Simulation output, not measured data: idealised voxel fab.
voxel capacitor over wiring: a process module
FYI the section here is cut, 235 nm wide, cells are 5 nm squares.
This document writes a cross-section as a grid whose cells are square, and gives it as bands, listed from the top down; one or more rows of cells form a band. Heads up on the band format: heights come first, top then bottom, in nm. After that it's the materials left to right, each with its width in nm. A single material flagged "all across" fills the whole band edge to edge, and "air" means there's empty space there. We count height from 0. Below that, the starting wafer is all one material. The lowest band never ends at the bottom but goes on down; see "0 nm and below" for how that is written. Read "30 to 40" as a graded width: first number on top, second number at the bottom, same change between each pair of neighbouring rows. For the purposes of this document, the phrase "everything unchanged" attached to a step denotes that no cell within the cross-section was modified by that step. Voids not open to the top, 8 cells minimum: see "Enclosed cavities". Written width x height at distance; distance is from the left edge; nm. That trailing text on a step's line, after the settings, is the simulator's own remark on the step. overlay nm: mask offset rightward from planned place, masked step; negative means leftward offset.

-- Process steps - plan
| 1 | RECEIVE with material Si |
| 2 | CONFORMAL_DEP with material SiO2, thk nm 15 |
| 3 | CONFORMAL_DEP with material SiCN, thk nm 5 |
| 4 | DIRECTIONAL_DEP with material SiO2, thk nm 15 |
| 5 | DIRECTIONAL_DEP with material aC, thk nm 10 |
| 6 | PATTERN with tone open, mask id METAL_1, material resist, width nm 30, pitch nm 95, thk nm 25, overlay nm 0 |
| 7 | DIRECTIONAL_ETCH with etch materials aC, depth nm 10 |
| 8 | STRIP with etch materials resist |
| 9 | DIRECTIONAL_ETCH with etch materials SiO2, depth nm 15 |
| 10 | DIRECTIONAL_ETCH with etch materials SiCN, depth nm 5 |
| 11 | STRIP with etch materials aC |
| 12 | CONFORMAL_DEP with material TiN, thk nm 5 |
| 13 | FILL_DEP with material Cu, thk nm 5 |
| 14 | CMP with height nm 35 |
| 15 | CONFORMAL_DEP with material SiCN, thk nm 5 |
| 16 | DIRECTIONAL_DEP with material SiO2, thk nm 15 |
| 17 | MASKED_ETCH with tone open, mask id PLUG_1, width nm 15, etch materials SiO2, depth nm 15, overlay nm 0 |
| 18 | MASKED_ETCH with tone open, mask id PLUG_1, width nm 15, etch materials SiCN, depth nm 5, overlay nm 0 |
| 19 | CONFORMAL_DEP with material TiN, thk nm 5 |
| 20 | FILL_DEP with material Cu, thk nm 10 |
| 21 | CMP with height nm 55 |
| 22 | DIRECTIONAL_DEP with material TiN, thk nm 10 |
| 23 | DIRECTIONAL_DEP with material SiN, thk nm 5 |
| 24 | DIRECTIONAL_DEP with material TiN, thk nm 5 |
| 25 | PATTERN with tone cover, mask id UPPER_PLATE, material resist, width nm 70, thk nm 20, overlay nm 0 |
| 26 | DIRECTIONAL_ETCH with etch materials TiN, depth nm 5 |
| 27 | DIRECTIONAL_ETCH with etch materials SiN, depth nm 5 |
| 28 | STRIP with etch materials resist |
| 29 | PATTERN with tone cover, mask id LOWER_PLATE, material resist, width nm 70, thk nm 20, overlay nm 0 |
| 30 | DIRECTIONAL_ETCH with etch materials TiN, depth nm 10 |
| 31 | STRIP with etch materials resist |
| 32 | FILL_DEP with material SiO2, thk nm 20 |
| 33 | CMP with height nm 90 |
| 34 | DIRECTIONAL_DEP with material aC, thk nm 10 |
| 35 | PATTERN with tone open, mask id PLUG_2, material resist, width nm 15, thk nm 30, overlay nm 0 |
| 36 | DIRECTIONAL_ETCH with etch materials aC, depth nm 10 |
| 37 | STRIP with etch materials resist |
| 38 | DIRECTIONAL_ETCH with etch materials SiO2, depth nm 15 |
| 39 | STRIP with etch materials aC |
| 40 | CONFORMAL_DEP with material TiN, thk nm 5 |
| 41 | FILL_DEP with material Ru, thk nm 10 |
| 42 | CMP with height nm 90 |
| 43 | CONFORMAL_DEP with material SiCN, thk nm 5 |
The wafers in this document start out alike and differ in the width nm applied at step 29; the plan shows the value used for the first wafer.

-- As-received state after step 1, first of several wafers, cross-section
	0 nm and below: Si all across
	Enclosed cavities: none

-- Quick look at the cross-section of the first of several wafers after step 43, which wraps up the module
	95 nm to 90 nm: SiCN all across
	90 nm to 80 nm: SiO2 80, TiN 5, Ru 5, TiN 5, SiO2 140
	80 nm to 70 nm: SiO2 80 to 70, TiN 15 to 70, SiO2 140 to 95
	70 nm to 65 nm: SiO2 70, SiN 70, SiO2 95
	65 nm to 55 nm: SiO2 70, TiN 70, SiO2 95
	55 nm to 40 nm: SiO2 70, TiN 5, Cu 5, TiN 5, SiO2 150
	40 nm to 35 nm: SiCN 70, TiN 15, SiCN 150
	35 nm to 20 nm: SiO2 55, TiN 5, Cu 20, TiN 5, SiO2 65, TiN 5, Cu 20, TiN 5, SiO2 55
	20 nm to 15 nm: SiCN 55, TiN 30, SiCN 65, TiN 30, SiCN 55
	15 nm to 0 nm: SiO2 all across
	0 nm and below: Si all across
	Enclosed cavities: none

-- Here's the last wafer cross-sectioned at the end of the module
	95 nm to 90 nm: SiCN all across
	90 nm to 80 nm: SiO2 80, TiN 5, Ru 5, TiN 5, SiO2 140
	80 nm to 70 nm: SiO2 80 to 70, TiN 15 to 70, SiO2 140 to 95
	70 nm to 65 nm: SiO2 70, SiN 70, SiO2 95
	65 nm to 55 nm: SiO2 60, TiN 95, SiO2 80
	55 nm to 40 nm: SiO2 70, TiN 5, Cu 5, TiN 5, SiO2 150
	40 nm to 35 nm: SiCN 70, TiN 15, SiCN 150
	35 nm to 20 nm: SiO2 55, TiN 5, Cu 20, TiN 5, SiO2 65, TiN 5, Cu 20, TiN 5, SiO2 55
	20 nm to 15 nm: SiCN 55, TiN 30, SiCN 65, TiN 30, SiCN 55
	15 nm to 0 nm: SiO2 all across
	0 nm and below: Si all across
	Enclosed cavities: none

-- Basically each wafer gets a line in the table, showing it at the end of the module: material by material, the cells it gained (+) or lost (-) since we got it, then its closed voids
width nm 70, +27 Cu, +2 Ru, +126 SiCN, +14 SiN, +642 SiO2, +82 TiN, Enclosed cavities: none
width nm 75, +27 Cu, +2 Ru, +126 SiCN, +14 SiN, +640 SiO2, +84 TiN, Enclosed cavities: none
width nm 80, +27 Cu, +2 Ru, +126 SiCN, +14 SiN, +638 SiO2, +86 TiN, Enclosed cavities: none
width nm 85, +27 Cu, +2 Ru, +126 SiCN, +14 SiN, +636 SiO2, +88 TiN, Enclosed cavities: none
width nm 90, +27 Cu, +2 Ru, +126 SiCN, +14 SiN, +634 SiO2, +90 TiN, Enclosed cavities: none
width nm 95, +27 Cu, +2 Ru, +126 SiCN, +14 SiN, +632 SiO2, +92 TiN, Enclosed cavities: none
